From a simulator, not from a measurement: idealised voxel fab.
The name of this process module is voxel transistor to metal.
In the cross-section labelled cut, the width is 175 nm and each square cell is 5 nm.
Format of a cross-section: grid, square cells. Given as bands. Order: top down. Band: one or more rows of cells.
Band entry format. Leading values: height of top, height of bottom, nm. Remainder: materials in left-to-right order, each with its width in nm. Special words: "full width" on a single material, which then fills the band edge to edge; "blank", empty space.
All heights in this document are referenced to 0, defined as the level beneath which the wafer, as received, consists entirely of one material. The lowest band is not bounded below; it extends indefinitely downward and is written in the form "top 0, no bottom".
Per-row width for "30..40": begins at first number (top row of band), ends at second number (bottom row), increment between rows held constant.
Step marked "changes: none"? Then no cell in the cross-section changed in it.
Any empty space of 8 cells or more lacking an open way to the top shows up in "Trapped voids" as width x height at distance, distance from the left edge, in nm.
Heads up: the bit after the settings on a step's line is the simulator's remark on that step.
For masked steps, "overlay nm" on the step line gives how far right of plan the mask actually lay; a minus sign means it lay to the left.
Heads up before you read on: it's before/after pairs around one process step each, after side only down to the lowest band that changed, step plus settings under the pair. Pairs can be from different runs of this module, same starting wafer, so only chain a pair onto the one above if its "Pre-process state" entry says so.

Pre-process state
- top 25, bottom 20: blank=70  SiN=5  blank=25  SiN=5  blank=70
- top 20, bottom 5: SiO2=70  SiN=5  blank=25  SiN=5  SiO2=70
- top 5, bottom 0: SiO2=55  nSi=15  SiN=5  blank=25  SiN=5  nSi=15  SiO2=55
- top 0, bottom -5: SiO2=20  SiN=5  SiO2=30  nSi=15  SiN=5  blank=25  SiN=5  nSi=15  SiO2=30  SiN=5  SiO2=20
- top -5, bottom -10: SiO2=25  nSi=45  blank=35  nSi=45  SiO2=25
- top -10, bottom -20: SiO2=30  nSi=40  Si=35  nSi=40  SiO2=30
- top -20, bottom -30: SiO2=30  Si=115  SiO2=30
- top -30, no bottom: Si full width
- Trapped voids: none

Cross-Section Thereafter
- top 30, bottom 25: blank=65  TiN=15  blank=15  TiN=15  blank=65
- top 25, bottom 20: TiN=70  SiN=5  TiN=5  blank=15  TiN=5  SiN=5  TiN=70
- top 20, bottom 5: SiO2=70  SiN=5  TiN=5  blank=15  TiN=5  SiN=5  SiO2=70
- top 5, bottom 0: SiO2=55  nSi=15  SiN=5  TiN=5  blank=15  TiN=5  SiN=5  nSi=15  SiO2=55
- top 0, bottom -5: SiO2=20  SiN=5  SiO2=30  nSi=15  SiN=5  TiN=5  blank=15  TiN=5  SiN=5  nSi=15  SiO2=30  SiN=5  SiO2=20
- top -5, bottom -10: SiO2=25  nSi=45  TiN=35  nSi=45  SiO2=25
- Beneath the level -10, the cross-section is identical to its previous state.
- Trapped voids: none
To go from the before cross-section above to the after cross-section, apply CONFORMAL_DEP with material TiN, thk nm 5

Pre-process state: Please consult the pair immediately above; the cross-section it shows after its step is the state before this step.

Cross-Section Thereafter
- top 35, bottom 30: W full width
- top 30, bottom 25: W=65  TiN=15  W=15  TiN=15  W=65
- top 25, bottom 20: TiN=70  SiN=5  TiN=5  W=15  TiN=5  SiN=5  TiN=70
- top 20, bottom 5: SiO2=70  SiN=5  TiN=5  W=15  TiN=5  SiN=5  SiO2=70
- top 5, bottom 0: SiO2=55  nSi=15  SiN=5  TiN=5  W=15  TiN=5  SiN=5  nSi=15  SiO2=55
- top 0, bottom -5: SiO2=20  SiN=5  SiO2=30  nSi=15  SiN=5  TiN=5  W=15  TiN=5  SiN=5  nSi=15  SiO2=30  SiN=5  SiO2=20
- Beneath the level -5, the cross-section is identical to its previous state.
- Trapped voids: none
To go from the before cross-section above to the after cross-section, apply FILL_DEP with material W, thk nm 5

Pre-process state: Please consult the pair immediately above; the cross-section it shows after its step is the state before this step.

Cross-Section Thereafter
- top 20, bottom 5: SiO2=70  SiN=5  TiN=5  W=15  TiN=5  SiN=5  SiO2=70
- Beneath the level 5, the cross-section is identical to its previous state.
- Trapped voids: none
To go from the before cross-section above to the after cross-section, apply CMP with height nm 20

Pre-process state: Please consult the pair immediately above; the cross-section it shows after its step is the state before this step.

Cross-Section Thereafter
- top 35, bottom 20: SiO2 full width
- Beneath the level 20, the cross-section is identical to its previous state.
- Trapped voids: none
To go from the before cross-section above to the after cross-section, apply DIRECTIONAL_DEP with material SiO2, thk nm 15

Pre-process state: Please consult the pair immediately above; the cross-section it shows after its step is the state before this step.

Cross-Section Thereafter
- top 45, bottom 35: aC full width
- Beneath the level 35, the cross-section is identical to its previous state.
- Trapped voids: none
To go from the before cross-section above to the after cross-section, apply DIRECTIONAL_DEP with material aC, thk nm 10

Pre-process state: Please consult the pair immediately above; the cross-section it shows after its step is the state before this step.

Cross-Section Thereafter
- top 75, bottom 45: resist=35  blank=20  resist=65  blank=20  resist=35
- Beneath the level 45, the cross-section is identical to its previous state.
- Trapped voids: none
To go from the before cross-section above to the after cross-section, apply PATTERN with tone open, mask id CONTACT, material resist, width nm 20, pitch nm 85, thk nm 30, overlay nm 0

Pre-process state: Please consult the pair immediately above; the cross-section it shows after its step is the state before this step.

Cross-Section Thereafter
- top 65, bottom 45: resist=35  blank=20  resist=65  blank=20  resist=35
- top 45, bottom 35: aC=35  blank=20  aC=65  blank=20  aC=35
- Beneath the level 35, the cross-section is identical to its previous state.
- Trapped voids: none
To go from the before cross-section above to the after cross-section, apply DIRECTIONAL_ETCH with etch materials aC, depth nm 10

Pre-process state: Please consult the pair immediately above; the cross-section it shows after its step is the state before this step.

Cross-Section Thereafter
- top 45, bottom 35: aC=35  blank=20  aC=65  blank=20  aC=35
- Beneath the level 35, the cross-section is identical to its previous state.
- Trapped voids: none
To go from the before cross-section above to the after cross-section, apply STRIP with etch materials resist

Pre-process state: Please consult the pair immediately above; the cross-section it shows after its step is the state before this step.

Cross-Section Thereafter
- top 45, bottom 35: aC=35  blank=20  aC=65  blank=20  aC=35
- top 35, bottom 20: SiO2=35  blank=20  SiO2=65  blank=20  SiO2=35
- top 20, bottom 5: SiO2=35  blank=20  SiO2=15  SiN=5  TiN=5  W=15  TiN=5  SiN=5  SiO2=15  blank=20  SiO2=35
- top 5, bottom 0: SiO2=35  blank=20  nSi=15  SiN=5  TiN=5  W=15  TiN=5  SiN=5  nSi=15  blank=20  SiO2=35
- top 0, bottom -5: SiO2=20  SiN=5  SiO2=10  blank=20  nSi=15  SiN=5  TiN=5  W=15  TiN=5  SiN=5  nSi=15  blank=20  SiO2=10  SiN=5  SiO2=20
- Beneath the level -5, the cross-section is identical to its previous state.
- Trapped voids: none
To go from the before cross-section above to the after cross-section, apply DIRECTIONAL_ETCH with etch materials SiO2, depth nm 40

Pre-process state: Please consult the pair immediately above; the cross-section it shows after its step is the state before this step.

Cross-Section Thereafter
- top 35, bottom 20: SiO2=35  blank=20  SiO2=65  blank=20  SiO2=35
- Beneath the level 20, the cross-section is identical to its previous state.
- Trapped voids: none
To go from the before cross-section above to the after cross-section, apply STRIP with etch materials aC

Pre-process state: Please consult the pair immediately above; the cross-section it shows after its step is the state before this step.

Cross-Section Thereafter
- top 40, bottom 35: TiN=40  blank=10  TiN=75  blank=10  TiN=40
- top 35, bottom 20: SiO2=35  TiN=5  blank=10  TiN=5  SiO2=65  TiN=5  blank=10  TiN=5  SiO2=35
- top 20, bottom 5: SiO2=35  TiN=5  blank=10  TiN=5  SiO2=15  SiN=5  TiN=5  W=15  TiN=5  SiN=5  SiO2=15  TiN=5  blank=10  TiN=5  SiO2=35
- top 5, bottom 0: SiO2=35  TiN=5  blank=10  TiN=5  nSi=15  SiN=5  TiN=5  W=15  TiN=5  SiN=5  nSi=15  TiN=5  blank=10  TiN=5  SiO2=35
- top 0, bottom -5: SiO2=20  SiN=5  SiO2=10  TiN=20  nSi=15  SiN=5  TiN=5  W=15  TiN=5  SiN=5  nSi=15  TiN=20  SiO2=10  SiN=5  SiO2=20
- Beneath the level -5, the cross-section is identical to its previous state.
- Trapped voids: none
To go from the before cross-section above to the after cross-section, apply CONFORMAL_DEP with material TiN, thk nm 5

Pre-process state: Please consult the pair immediately above; the cross-section it shows after its step is the state before this step.

Cross-Section Thereafter
- top 45, bottom 40: W full width
- top 40, bottom 35: TiN=40  W=10  TiN=75  W=10  TiN=40
- top 35, bottom 20: SiO2=35  TiN=5  W=10  TiN=5  SiO2=65  TiN=5  W=10  TiN=5  SiO2=35
- top 20, bottom 5: SiO2=35  TiN=5  W=10  TiN=5  SiO2=15  SiN=5  TiN=5  W=15  TiN=5  SiN=5  SiO2=15  TiN=5  W=10  TiN=5  SiO2=35
- top 5, bottom 0: SiO2=35  TiN=5  W=10  TiN=5  nSi=15  SiN=5  TiN=5  W=15  TiN=5  SiN=5  nSi=15  TiN=5  W=10  TiN=5  SiO2=35
- Beneath the level 0, the cross-section is identical to its previous state.
- Trapped voids: none
To go from the before cross-section above to the after cross-section, apply FILL_DEP with material W, thk nm 5

Pre-process state: Please consult the pair immediately above; the cross-section it shows after its step is the state before this step.

Cross-Section Thereafter
- top 35, bottom 20: SiO2=35  TiN=5  W=10  TiN=5  SiO2=65  TiN=5  W=10  TiN=5  SiO2=35
- Beneath the level 20, the cross-section is identical to its previous state.
- Trapped voids: none
To go from the before cross-section above to the after cross-section, apply CMP with height nm 35

Pre-process state: Please consult the pair immediately above; the cross-section it shows after its step is the state before this step.

Cross-Section Thereafter
- top 40, bottom 35: TiN full width
- Beneath the level 35, the cross-section is identical to its previous state.
- Trapped voids: none
To go from the before cross-section above to the after cross-section, apply DIRECTIONAL_DEP with material TiN, thk nm 5

Pre-process state: Please consult the pair immediately above; the cross-section it shows after its step is the state before this step.

Cross-Section Thereafter
- top 55, bottom 40: Ru full width
- Beneath the level 40, the cross-section is identical to its previous state.
- Trapped voids: none
To go from the before cross-section above to the after cross-section, apply DIRECTIONAL_DEP with material Ru, thk nm 15

Pre-process state: Please consult the pair immediately above; the cross-section it shows after its step is the state before this step.

Cross-Section Thereafter
- top 55, bottom 40: blank=35  Ru=20  blank=65  Ru=20  blank=35
- Beneath the level 40, the cross-section is identical to its previous state.
- Trapped voids: none
To go from the before cross-section above to the after cross-section, apply MASKED_ETCH with tone cover, mask id METAL_1, width nm 20, pitch nm 85, etch materials Ru, depth nm 15, overlay nm 0

Pre-process state: Please consult the pair immediately above; the cross-section it shows after its step is the state before this step.

Cross-Section Thereafter
- top 55, bottom 40: blank=35  Ru=20  blank=65  Ru=20  blank=35
- top 40, bottom 35: blank=35  TiN=20  blank=65  TiN=20  blank=35
- Beneath the level 35, the cross-section is identical to its previous state.
- Trapped voids: none
To go from the before cross-section above to the after cross-section, apply MASKED_ETCH with tone cover, mask id METAL_1, width nm 20, pitch nm 85, etch materials TiN, depth nm 5, overlay nm 0

Pre-process state: Please consult the pair immediately above; the cross-section it shows after its step is the state before this step.

Cross-Section Thereafter
- top 65, bottom 55: SiO2 full width
- top 55, bottom 40: SiO2=35  Ru=20  SiO2=65  Ru=20  SiO2=35
- top 40, bottom 35: SiO2=35  TiN=20  SiO2=65  TiN=20  SiO2=35
- Beneath the level 35, the cross-section is identical to its previous state.
- Trapped voids: none
To go from the before cross-section above to the after cross-section, apply FILL_DEP with material SiO2, thk nm 10

Pre-process state: Please consult the pair immediately above; the cross-section it shows after its step is the state before this step.

Cross-Section Thereafter
- top 55, bottom 40: SiO2=35  Ru=20  SiO2=65  Ru=20  SiO2=35
- Beneath the level 40, the cross-section is identical to its previous state.
- Trapped voids: none
To go from the before cross-section above to the after cross-section, apply CMP with height nm 55

Pre-process state: Please consult the pair immediately above; the cross-section it shows after its step is the state before this step.

Cross-Section Thereafter
- top 60, bottom 55: SiCN full width
- Beneath the level 55, the cross-section is identical to its previous state.
- Trapped voids: none
To go from the before cross-section above to the after cross-section, apply CONFORMAL_DEP with material SiCN, thk nm 5

Pre-process state: Please consult the pair immediately above; the cross-section it shows after its step is the state before this step.

Cross-Section Thereafter
- top 85, bottom 60: SiO2 full width
- Beneath the level 60, the cross-section is identical to its previous state.
- Trapped voids: none
To go from the before cross-section above to the after cross-section, apply DIRECTIONAL_DEP with material SiO2, thk nm 25

Pre-process state: Please consult the pair immediately above; the cross-section it shows after its step is the state before this step.

Cross-Section Thereafter
- top 85, bottom 60: SiO2=35  blank=15  SiO2=70  blank=15  SiO2=40
- Beneath the level 60, the cross-section is identical to its previous state.
- Trapped voids: none
To go from the before cross-section above to the after cross-section, apply MASKED_ETCH with tone open, mask id METAL_2_HOLES, width nm 15, pitch nm 85, etch materials SiO2, depth nm 25, overlay nm 0

Pre-process state: Please consult the pair immediately above; the cross-section it shows after its step is the state before this step.

Cross-Section Thereafter
- top 100, bottom 85: aC=35  blank=15  aC=70  blank=15  aC=40
- top 85, bottom 75: SiO2=35  blank=15  SiO2=70  blank=15  SiO2=40
- top 75, bottom 60: SiO2=35  aC=15  SiO2=70  aC=15  SiO2=40
- Beneath the level 60, the cross-section is identical to its previous state.
- Trapped voids: none
To go from the before cross-section above to the after cross-section, apply DIRECTIONAL_DEP with material aC, thk nm 15

Pre-process state: Please consult the pair immediately above; the cross-section it shows after its step is the state before this step.

Cross-Section Thereafter
- top 135, bottom 100: resist=35  blank=20  resist=65  blank=20  resist=35
- Beneath the level 100, the cross-section is identical to its previous state.
- Trapped voids: none
To go from the before cross-section above to the after cross-section, apply PATTERN with tone open, mask id METAL_2, material resist, width nm 20, pitch nm 85, thk nm 35, overlay nm 0

Pre-process state: Please consult the pair immediately above; the cross-section it shows after its step is the state before this step.

Cross-Section Thereafter
- top 120, bottom 100: resist=35  blank=20  resist=65  blank=20  resist=35
- top 100, bottom 85: aC=35  blank=20  aC=65  blank=20  aC=35
- top 85, bottom 60: SiO2=35  blank=15  SiO2=70  blank=15  SiO2=40
- Beneath the level 60, the cross-section is identical to its previous state.
- Trapped voids: none
To go from the before cross-section above to the after cross-section, apply DIRECTIONAL_ETCH with etch materials aC, depth nm 15

Pre-process state: Please consult the pair immediately above; the cross-section it shows after its step is the state before this step.

Cross-Section Thereafter
- top 100, bottom 85: aC=35  blank=20  aC=65  blank=20  aC=35
- Beneath the level 85, the cross-section is identical to its previous state.
- Trapped voids: none
To go from the before cross-section above to the after cross-section, apply STRIP with etch materials resist

Pre-process state: Please consult the pair immediately above; the cross-section it shows after its step is the state before this step.

Cross-Section Thereafter
- top 100, bottom 85: aC=35  blank=20  aC=65  blank=20  aC=35
- top 85, bottom 70: SiO2=35  blank=20  SiO2=65  blank=20  SiO2=35
- Beneath the level 70, the cross-section is identical to its previous state.
- Trapped voids: none
To go from the before cross-section above to the after cross-section, apply DIRECTIONAL_ETCH with etch materials SiO2, depth nm 15

Pre-process state: Please consult the pair immediately above; the cross-section it shows after its step is the state before this step.

Cross-Section Thereafter
- top 100, bottom 85: aC=35  blank=20  aC=65  blank=20  aC=35
- top 85, bottom 70: SiO2=35  blank=20  SiO2=65  blank=20  SiO2=35
- top 70, bottom 60: SiO2=35  blank=15  SiO2=70  blank=15  SiO2=40
- top 60, bottom 55: SiCN=35  blank=15  SiCN=70  blank=15  SiCN=40
- Beneath the level 55, the cross-section is identical to its previous state.
- Trapped voids: none
To go from the before cross-section above to the after cross-section, apply DIRECTIONAL_ETCH with etch materials SiCN, depth nm 5

Pre-process state: Please consult the pair immediately above; the cross-section it shows after its step is the state before this step.

Cross-Section Thereafter
- top 85, bottom 70: SiO2=35  blank=20  SiO2=65  blank=20  SiO2=35
- Beneath the level 70, the cross-section is identical to its previous state.
- Trapped voids: none
To go from the before cross-section above to the after cross-section, apply STRIP with etch materials aC

Pre-process state: Please consult the pair immediately above; the cross-section it shows after its step is the state before this step.

Cross-Section Thereafter
- top 90, bottom 85: TiN=40  blank=10  TiN=75  blank=10  TiN=40
- top 85, bottom 75: SiO2=35  TiN=5  blank=10  TiN=5  SiO2=65  TiN=5  blank=10  TiN=5  SiO2=35
- top 75, bottom 70: SiO2=35  TiN=5  blank=5  TiN=10  SiO2=65  TiN=5  blank=5  TiN=10  SiO2=35
- top 70, bottom 60: SiO2=35  TiN=5  blank=5  TiN=5  SiO2=70  TiN=5  blank=5  TiN=5  SiO2=40
- top 60, bottom 55: SiCN=35  TiN=15  SiCN=70  TiN=15  SiCN=40
- Beneath the level 55, the cross-section is identical to its previous state.
- Trapped voids: none
To go from the before cross-section above to the after cross-section, apply CONFORMAL_DEP with material TiN, thk nm 5

Pre-process state: Please consult the pair immediately above; the cross-section it shows after its step is the state before this step.

Cross-Section Thereafter
- top 95, bottom 90: Ru full width
- top 90, bottom 85: TiN=40  Ru=10  TiN=75  Ru=10  TiN=40
- top 85, bottom 75: SiO2=35  TiN=5  Ru=10  TiN=5  SiO2=65  TiN=5  Ru=10  TiN=5  SiO2=35
- top 75, bottom 70: SiO2=35  TiN=5  Ru=5  TiN=10  SiO2=65  TiN=5  Ru=5  TiN=10  SiO2=35
- top 70, bottom 60: SiO2=35  TiN=5  Ru=5  TiN=5  SiO2=70  TiN=5  Ru=5  TiN=5  SiO2=40
- Beneath the level 60, the cross-section is identical to its previous state.
- Trapped voids: none
To go from the before cross-section above to the after cross-section, apply FILL_DEP with material Ru, thk nm 5

Pre-process state: Please consult the pair immediately above; the cross-section it shows after its step is the state before this step.

Cross-Section Thereafter
- top 85, bottom 75: SiO2=35  TiN=5  Ru=10  TiN=5  SiO2=65  TiN=5  Ru=10  TiN=5  SiO2=35
- Beneath the level 75, the cross-section is identical to its previous state.
- Trapped voids: none
To go from the before cross-section above to the after cross-section, apply CMP with height nm 85

Pre-process state: Please consult the pair immediately above; the cross-section it shows after its step is the state before this step.

Cross-Section Thereafter
- top 90, bottom 85: SiCN full width
- Beneath the level 85, the cross-section is identical to its previous state.
- Trapped voids: none
To go from the before cross-section above to the after cross-section, apply CONFORMAL_DEP with material SiCN, thk nm 5

Pre-process state
- top 40, bottom 25: blank=70  SiN=5  SiCN=25  SiN=5  blank=70
- top 25, bottom 5: blank=70  SiN=5  polySi=25  SiN=5  blank=70
- top 5, bottom 0: blank=55  nSi=15  SiN=5  polySi=25  SiN=5  nSi=15  blank=55
- top 0, bottom -5: blank=20  SiN=5  blank=30  nSi=15  SiN=5  polySi=25  SiN=5  nSi=15  blank=30  SiN=5  blank=20
- top -5, bottom -10: SiO2=25  nSi=45  SiO2=35  nSi=45  SiO2=25
- top -10, bottom -20: SiO2=30  nSi=40  Si=35  nSi=40  SiO2=30
- top -20, bottom -30: SiO2=30  Si=115  SiO2=30
- top -30, no bottom: Si full width
- Trapped voids: none

Cross-Section Thereafter
- top 40, bottom 25: blank=70  SiN=5  SiCN=25  SiN=5  blank=70
- top 25, bottom 20: blank=70  SiN=5  polySi=25  SiN=5  blank=70
- top 20, bottom 10: blank=40  nSi=30  SiN=5  polySi=25  SiN=5  nSi=30  blank=40
- top 10, bottom 0: blank=15  nSi=55  SiN=5  polySi=25  SiN=5  nSi=55  blank=15
- top 0, bottom -5: blank=15  nSi=5  SiN=5  nSi=45  SiN=5  polySi=25  SiN=5  nSi=45  SiN=5  nSi=5  blank=15
- Beneath the level -5, the cross-section is identical to its previous state.
- Trapped voids: none
To go from the before cross-section above to the after cross-section, apply EPI with material nSi, thk nm 15

Pre-process state: Please consult the pair immediately above; the cross-section it shows after its step is the state before this step.

Cross-Section Thereafter
- top 45, bottom 40: SiO2 full width
- top 40, bottom 25: SiO2=70  SiN=5  SiCN=25  SiN=5  SiO2=70
- top 25, bottom 20: SiO2=70  SiN=5  polySi=25  SiN=5  SiO2=70
- top 20, bottom 10: SiO2=40  nSi=30  SiN=5  polySi=25  SiN=5  nSi=30  SiO2=40
- top 10, bottom 0: SiO2=15  nSi=55  SiN=5  polySi=25  SiN=5  nSi=55  SiO2=15
- top 0, bottom -5: SiO2=15  nSi=5  SiN=5  nSi=45  SiN=5  polySi=25  SiN=5  nSi=45  SiN=5  nSi=5  SiO2=15
- Beneath the level -5, the cross-section is identical to its previous state.
- Trapped voids: none
To go from the before cross-section above to the after cross-section, apply FILL_DEP with material SiO2, thk nm 5

Pre-process state: Please consult the pair immediately above; the cross-section it shows after its step is the state before this step.

Cross-Section Thereafter
- top 25, bottom 20: SiO2=70  SiN=5  polySi=25  SiN=5  SiO2=70
- Beneath the level 20, the cross-section is identical to its previous state.
- Trapped voids: none
To go from the before cross-section above to the after cross-section, apply CMP with height nm 25

Pre-process state: Please consult the pair immediately above; the cross-section it shows after its step is the state before this step.

Cross-Section Thereafter
- top 25, bottom 20: SiO2=70  SiN=5  blank=25  SiN=5  SiO2=70
- top 20, bottom 10: SiO2=40  nSi=30  SiN=5  blank=25  SiN=5  nSi=30  SiO2=40
- top 10, bottom 0: SiO2=15  nSi=55  SiN=5  blank=25  SiN=5  nSi=55  SiO2=15
- top 0, bottom -5: SiO2=15  nSi=5  SiN=5  nSi=45  SiN=5  blank=25  SiN=5  nSi=45  SiN=5  nSi=5  SiO2=15
- Beneath the level -5, the cross-section is identical to its previous state.
- Trapped voids: none
To go from the before cross-section above to the after cross-section, apply STRIP with etch materials polySi

Pre-process state: Please consult the pair immediately above; the cross-section it shows after its step is the state before this step.

Cross-Section Thereafter
- top 25, bottom 20: blank=70  SiN=5  blank=25  SiN=5  blank=70
- top 20, bottom 10: SiO2=40  nSi=30  SiN=5  blank=25  SiN=5  nSi=30  SiO2=40
- top 10, bottom 0: SiO2=15  nSi=55  SiN=5  blank=25  SiN=5  nSi=55  SiO2=15
- top 0, bottom -5: SiO2=15  nSi=5  SiN=5  nSi=45  SiN=5  blank=25  SiN=5  nSi=45  SiN=5  nSi=5  SiO2=15
- top -5, bottom -10: SiO2=25  nSi=45  blank=35  nSi=45  SiO2=25
- Beneath the level -10, the cross-section is identical to its previous state.
- Trapped voids: none
To go from the before cross-section above to the after cross-section, apply SELECTIVE_ETCH with etch materials SiO2, depth nm 5

Pre-process state: Please consult the pair immediately above; the cross-section it shows after its step is the state before this step.

Cross-Section Thereafter
- top 30, bottom 25: blank=65  HfO2=15  blank=15  HfO2=15  blank=65
- top 25, bottom 20: HfO2=70  SiN=5  HfO2=5  blank=15  HfO2=5  SiN=5  HfO2=70
- top 20, bottom 10: SiO2=40  nSi=30  SiN=5  HfO2=5  blank=15  HfO2=5  SiN=5  nSi=30  SiO2=40
- top 10, bottom 0: SiO2=15  nSi=55  SiN=5  HfO2=5  blank=15  HfO2=5  SiN=5  nSi=55  SiO2=15
- top 0, bottom -5: SiO2=15  nSi=5  SiN=5  nSi=45  SiN=5  HfO2=5  blank=15  HfO2=5  SiN=5  nSi=45  SiN=5  nSi=5  SiO2=15
- top -5, bottom -10: SiO2=25  nSi=45  HfO2=35  nSi=45  SiO2=25
- Beneath the level -10, the cross-section is identical to its previous state.
- Trapped voids: none
To go from the before cross-section above to the after cross-section, apply CONFORMAL_DEP with material HfO2, thk nm 5

Pre-process state: Please consult the pair immediately above; the cross-section it shows after its step is the state before this step.

Cross-Section Thereafter
- top 35, bottom 30: blank=60  TiN=25  blank=5  TiN=25  blank=60
- top 30, bottom 25: TiN=65  HfO2=15  TiN=5  blank=5  TiN=5  HfO2=15  TiN=65
- top 25, bottom 20: HfO2=70  SiN=5  HfO2=5  TiN=5  blank=5  TiN=5  HfO2=5  SiN=5  HfO2=70
- top 20, bottom 10: SiO2=40  nSi=30  SiN=5  HfO2=5  TiN=5  blank=5  TiN=5  HfO2=5  SiN=5  nSi=30  SiO2=40
- top 10, bottom 0: SiO2=15  nSi=55  SiN=5  HfO2=5  TiN=5  blank=5  TiN=5  HfO2=5  SiN=5  nSi=55  SiO2=15
- top 0, bottom -5: SiO2=15  nSi=5  SiN=5  nSi=45  SiN=5  HfO2=5  TiN=15  HfO2=5  SiN=5  nSi=45  SiN=5  nSi=5  SiO2=15
- Beneath the level -5, the cross-section is identical to its previous state.
- Trapped voids: none
To go from the before cross-section above to the after cross-section, apply CONFORMAL_DEP with material TiN, thk nm 5

Pre-process state: Please consult the pair immediately above; the cross-section it shows after its step is the state before this step.

Cross-Section Thereafter
- top 40, bottom 35: W full width
- top 35, bottom 30: W=60  TiN=25  W=5  TiN=25  W=60
- top 30, bottom 25: TiN=65  HfO2=15  TiN=5  W=5  TiN=5  HfO2=15  TiN=65
- top 25, bottom 20: HfO2=70  SiN=5  HfO2=5  TiN=5  W=5  TiN=5  HfO2=5  SiN=5  HfO2=70
- top 20, bottom 10: SiO2=40  nSi=30  SiN=5  HfO2=5  TiN=5  W=5  TiN=5  HfO2=5  SiN=5  nSi=30  SiO2=40
- top 10, bottom 0: SiO2=15  nSi=55  SiN=5  HfO2=5  TiN=5  W=5  TiN=5  HfO2=5  SiN=5  nSi=55  SiO2=15
- Beneath the level 0, the cross-section is identical to its previous state.
- Trapped voids: none
To go from the before cross-section above to the after cross-section, apply FILL_DEP with material W, thk nm 5

Pre-process state: Please consult the pair immediately above; the cross-section it shows after its step is the state before this step.

Cross-Section Thereafter
- top 20, bottom 10: SiO2=40  nSi=30  SiN=5  HfO2=5  TiN=5  W=5  TiN=5  HfO2=5  SiN=5  nSi=30  SiO2=40
- Beneath the level 10, the cross-section is identical to its previous state.
- Trapped voids: none
To go from the before cross-section above to the after cross-section, apply CMP with height nm 20

Pre-process state: Please consult the pair immediately above; the cross-section it shows after its step is the state before this step.

Cross-Section Thereafter
- top 35, bottom 20: SiO2 full width
- Beneath the level 20, the cross-section is identical to its previous state.
- Trapped voids: none
To go from the before cross-section above to the after cross-section, apply DIRECTIONAL_DEP with material SiO2, thk nm 15

Pre-process state: Please consult the pair immediately above; the cross-section it shows after its step is the state before this step.

Cross-Section Thereafter
- top 45, bottom 35: aC full width
- Beneath the level 35, the cross-section is identical to its previous state.
- Trapped voids: none
To go from the before cross-section above to the after cross-section, apply DIRECTIONAL_DEP with material aC, thk nm 10

Pre-process state: Please consult the pair immediately above; the cross-section it shows after its step is the state before this step.

Cross-Section Thereafter
- top 75, bottom 45: resist=35  blank=20  resist=65  blank=20  resist=35
- Beneath the level 45, the cross-section is identical to its previous state.
- Trapped voids: none
To go from the before cross-section above to the after cross-section, apply PATTERN with tone open, mask id CONTACT, material resist, width nm 20, pitch nm 85, thk nm 30, overlay nm 0

Pre-process state: Please consult the pair immediately above; the cross-section it shows after its step is the state before this step.

Cross-Section Thereafter
- top 65, bottom 45: resist=35  blank=20  resist=65  blank=20  resist=35
- top 45, bottom 35: aC=35  blank=20  aC=65  blank=20  aC=35
- Beneath the level 35, the cross-section is identical to its previous state.
- Trapped voids: none
To go from the before cross-section above to the after cross-section, apply DIRECTIONAL_ETCH with etch materials aC, depth nm 10

Pre-process state: Please consult the pair immediately above; the cross-section it shows after its step is the state before this step.

Cross-Section Thereafter
- top 45, bottom 35: aC=35  blank=20  aC=65  blank=20  aC=35
- Beneath the level 35, the cross-section is identical to its previous state.
- Trapped voids: none
To go from the before cross-section above to the after cross-section, apply STRIP with etch materials resist

Pre-process state: Please consult the pair immediately above; the cross-section it shows after its step is the state before this step.

Cross-Section Thereafter
- top 45, bottom 35: aC=35  blank=20  aC=65  blank=20  aC=35
- top 35, bottom 20: SiO2=35  blank=20  SiO2=65  blank=20  SiO2=35
- top 20, bottom 10: SiO2=35  blank=5  nSi=30  SiN=5  HfO2=5  TiN=5  W=5  TiN=5  HfO2=5  SiN=5  nSi=30  blank=5  SiO2=35
- Beneath the level 10, the cross-section is identical to its previous state.
- Trapped voids: none
To go from the before cross-section above to the after cross-section, apply DIRECTIONAL_ETCH with etch materials SiO2, depth nm 40

Pre-process state: Please consult the pair immediately above; the cross-section it shows after its step is the state before this step.

Cross-Section Thereafter
- top 35, bottom 20: SiO2=35  blank=20  SiO2=65  blank=20  SiO2=35
- Beneath the level 20, the cross-section is identical to its previous state.
- Trapped voids: none
To go from the before cross-section above to the after cross-section, apply STRIP with etch materials aC

Pre-process state: Please consult the pair immediately above; the cross-section it shows after its step is the state before this step.

Cross-Section Thereafter
- top 40, bottom 35: TiN=40  blank=10  TiN=75  blank=10  TiN=40
- top 35, bottom 25: SiO2=35  TiN=5  blank=10  TiN=5  SiO2=65  TiN=5  blank=10  TiN=5  SiO2=35
- top 25, bottom 20: SiO2=35  TiN=20  SiO2=65  TiN=20  SiO2=35
- top 20, bottom 10: SiO2=35  TiN=5  nSi=30  SiN=5  HfO2=5  TiN=5  W=5  TiN=5  HfO2=5  SiN=5  nSi=30  TiN=5  SiO2=35
- Beneath the level 10, the cross-section is identical to its previous state.
- Trapped voids: none
To go from the before cross-section above to the after cross-section, apply CONFORMAL_DEP with material TiN, thk nm 5

Pre-process state: Please consult the pair immediately above; the cross-section it shows after its step is the state before this step.

Cross-Section Thereafter
- top 45, bottom 40: W full width
- top 40, bottom 35: TiN=40  W=10  TiN=75  W=10  TiN=40
- top 35, bottom 25: SiO2=35  TiN=5  W=10  TiN=5  SiO2=65  TiN=5  W=10  TiN=5  SiO2=35
- Beneath the level 25, the cross-section is identical to its previous state.
- Trapped voids: none
To go from the before cross-section above to the after cross-section, apply FILL_DEP with material W, thk nm 5

Pre-process state: Please consult the pair immediately above; the cross-section it shows after its step is the state before this step.

Cross-Section Thereafter
- top 35, bottom 25: SiO2=35  TiN=5  W=10  TiN=5  SiO2=65  TiN=5  W=10  TiN=5  SiO2=35
- Beneath the level 25, the cross-section is identical to its previous state.
- Trapped voids: none
To go from the before cross-section above to the after cross-section, apply CMP with height nm 35

Pre-process state: Please consult the pair immediately above; the cross-section it shows after its step is the state before this step.

Cross-Section Thereafter
- top 40, bottom 35: TiN full width
- Beneath the level 35, the cross-section is identical to its previous state.
- Trapped voids: none
To go from the before cross-section above to the after cross-section, apply DIRECTIONAL_DEP with material TiN, thk nm 5

Pre-process state: Please consult the pair immediately above; the cross-section it shows after its step is the state before this step.

Cross-Section Thereafter
- top 55, bottom 40: Ru full width
- Beneath the level 40, the cross-section is identical to its previous state.
- Trapped voids: none
To go from the before cross-section above to the after cross-section, apply DIRECTIONAL_DEP with material Ru, thk nm 15

Pre-process state: Please consult the pair immediately above; the cross-section it shows after its step is the state before this step.

Cross-Section Thereafter
- top 55, bottom 40: blank=35  Ru=20  blank=65  Ru=20  blank=35
- Beneath the level 40, the cross-section is identical to its previous state.
- Trapped voids: none
To go from the before cross-section above to the after cross-section, apply MASKED_ETCH with tone cover, mask id METAL_1, width nm 20, pitch nm 85, etch materials Ru, depth nm 15, overlay nm 0
